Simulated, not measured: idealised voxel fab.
Herein follows the process module entitled voxel transistor to metal.
We display cut, a cross-section 300 nm in width whose square cells are each 5 nm.
A cross-section is a grid of square cells, given in bands from the top down. A band is one or more rows of cells. A band entry consists of two parts. The first gives the height of the band's top and the height of its bottom, in nm. The rest lists the band's materials from left to right, each with its width in nm. A single material labelled with the word "throughout" fills the band from edge to edge, and the word "air" marks empty space. Basically, 0 is our baseline, since under it the wafer straight out of the box is all one material. The bottom band has no lower end and keeps on going down, so it looks like "top 0, no bottom". When a width is written as two numbers, as in "30..40", the first number is the width in the top row of cells of the band and the second is the width in its bottom row, and the width changes by the same amount from each row to the next. It should be understood that the words "same as before", when stated for a given step, signify that the cross-section underwent no change in any of its cells during that step. Listed in "Sealed void list": every empty space of 8 or more cells without an open way to the top. Form: width x height at distance, the distance being from the left edge, all in nm. What comes after the settings on a step's line is commentary from the simulator itself on that step. When a step includes a mask, the "overlay nm" setting on its line states how far to the right of its planned place that mask lay, and negative values state how far to the left.
[Steps planned for the process]
- 1: RECEIVE (material Si)
- 2: OXIDIZE (depth nm 5)
- 3: CONFORMAL_DEP (material SiN; thk nm 10)
- 4: DIRECTIONAL_DEP (material aC; thk nm 15)
- 5: PATTERN (tone cover; mask id ACTIVE; material resist; width nm 105; pitch nm 135; thk nm 35; overlay nm 0)
- 6: DIRECTIONAL_ETCH (etch materials aC; depth nm 15)
- 7: STRIP (etch materials resist)
- 8: DIRECTIONAL_ETCH (etch materials SiN; depth nm 10)
- 9: DIRECTIONAL_ETCH (etch materials SiO2; depth nm 5)
- 10: DIRECTIONAL_ETCH (etch materials Si; depth nm 30)
- 11: STRIP (etch materials aC)
- 12: FILL_DEP (material SiO2; thk nm 15)
- 13: CMP (height nm 10)
- 14: SELECTIVE_ETCH (etch materials SiO2; depth nm 10)
- 15: STRIP (etch materials SiN)
- 16: SELECTIVE_ETCH (etch materials SiO2; depth nm 5)
- 17: OXIDIZE (depth nm 5)
- 18: DIRECTIONAL_DEP (material polySi; thk nm 25)
- 19: DIRECTIONAL_DEP (material SiCN; thk nm 15)
- 20: MASKED_ETCH (tone cover; mask id GATE; width nm 25; pitch nm 135; etch materials SiCN; depth nm 25; overlay nm 0)
- 21: MASKED_ETCH (tone cover; mask id GATE; width nm 25; pitch nm 135; etch materials polySi; depth nm 35; overlay nm 0)
- 22: CONFORMAL_DEP (material SiN; thk nm 5)
- 23: DIRECTIONAL_ETCH (etch materials SiN; depth nm 5)
- 24: DIRECTIONAL_ETCH (etch materials SiO2; depth nm 5)
- 25: DIRECTIONAL_ETCH (etch materials Si; depth nm 15)
- 26: EPI (material SiGe; thk nm 15)
- 27: FILL_DEP (material SiO2; thk nm 10)
- 28: CMP (height nm 20)
- 29: STRIP (etch materials polySi)
- 30: SELECTIVE_ETCH (etch materials SiO2; depth nm 5)
- 31: CONFORMAL_DEP (material HfO2; thk nm 5)
- 32: CONFORMAL_DEP (material TiN; thk nm 5)
- 33: FILL_DEP (material W; thk nm 5)
- 34: CMP (height nm 15)
- 35: DIRECTIONAL_DEP (material SiO2; thk nm 10)
- 36: DIRECTIONAL_DEP (material aC; thk nm 10)
- 37: PATTERN (tone open; mask id CONTACT; material resist; width nm 15; thk nm 25; overlay nm 0)
- 38: DIRECTIONAL_ETCH (etch materials aC; depth nm 10)
- 39: STRIP (etch materials resist)
- 40: DIRECTIONAL_ETCH (etch materials SiO2; depth nm 35)
- 41: STRIP (etch materials aC)
- 42: CONFORMAL_DEP (material TiN; thk nm 5)
- 43: FILL_DEP (material W; thk nm 10)
- 44: CMP (height nm 25)
- 45: CONFORMAL_DEP (material SiN; thk nm 5)
- 46: DIRECTIONAL_DEP (material lowk; thk nm 20)
- 47: MASKED_ETCH (tone open; mask id METAL_1; width nm 15; etch materials lowk; depth nm 20; overlay nm 0)
- 48: MASKED_ETCH (tone open; mask id METAL_1; width nm 15; etch materials SiN; depth nm 5; overlay nm -15)
- 49: CONFORMAL_DEP (material TiN; thk nm 5)
- 50: FILL_DEP (material W; thk nm 5)
- 51: CMP (height nm 50)
- 52: CONFORMAL_DEP (material SiCN; thk nm 5)
- 53: DIRECTIONAL_DEP (material lowk; thk nm 30)
- 54: PATTERN (tone open; mask id METAL_2; material resist; width nm 15; pitch nm 135; thk nm 20; overlay nm 0)
- 55: DIRECTIONAL_ETCH (etch materials lowk; depth nm 20)
- 56: STRIP (etch materials resist)
- 57: PATTERN (tone open; mask id METAL_2_HOLES; material resist; width nm 15; pitch nm 135; thk nm 20; overlay nm 0)
- 58: DIRECTIONAL_ETCH (etch materials lowk; depth nm 10)
- 59: DIRECTIONAL_ETCH (etch materials SiCN; depth nm 5)
- 60: STRIP (etch materials resist)
- 61: CONFORMAL_DEP (material TiN; thk nm 5)
- 62: FILL_DEP (material Ru; thk nm 5)
- 63: CMP (height nm 85)
- 64: CONFORMAL_DEP (material SiCN; thk nm 5)
The plan shows the overlay nm of step 48 as the first wafer had it; this setting differs between the wafers, which start out alike.
[Cross-section of the first incoming wafer of several, state after step 1]
top 0, no bottom | Si throughout
Sealed void list: none
[Every row in this table is a wafer at the end of the module, and it gives, for each of the materials, the cells that wafer has gained (+) or lost (-) since it was received, then its closed voids]
overlay nm -15; +30 HfO2; +12 Ru; -294 Si; +114 SiCN; +120 SiGe; +76 SiN; +320 SiO2; +144 TiN; +42 W; +516 lowk; Sealed void list: none
overlay nm -10; +30 HfO2; +12 Ru; -294 Si; +114 SiCN; +120 SiGe; +72 SiN; +320 SiO2; +148 TiN; +42 W; +516 lowk; Sealed void list: none
overlay nm -5; +30 HfO2; +12 Ru; -294 Si; +114 SiCN; +120 SiGe; +68 SiN; +320 SiO2; +152 TiN; +42 W; +516 lowk; Sealed void list: none
overlay nm 0; +30 HfO2; +12 Ru; -294 Si; +114 SiCN; +120 SiGe; +64 SiN; +320 SiO2; +152 TiN; +46 W; +516 lowk; Sealed void list: none
overlay nm 5; +30 HfO2; +12 Ru; -294 Si; +114 SiCN; +120 SiGe; +68 SiN; +320 SiO2; +152 TiN; +42 W; +516 lowk; Sealed void list: none
overlay nm 10; +30 HfO2; +12 Ru; -294 Si; +114 SiCN; +120 SiGe; +72 SiN; +320 SiO2; +148 TiN; +42 W; +516 lowk; Sealed void list: none
overlay nm 15; +30 HfO2; +12 Ru; -294 Si; +114 SiCN; +120 SiGe; +76 SiN; +320 SiO2; +144 TiN; +42 W; +516 lowk; Sealed void list: none
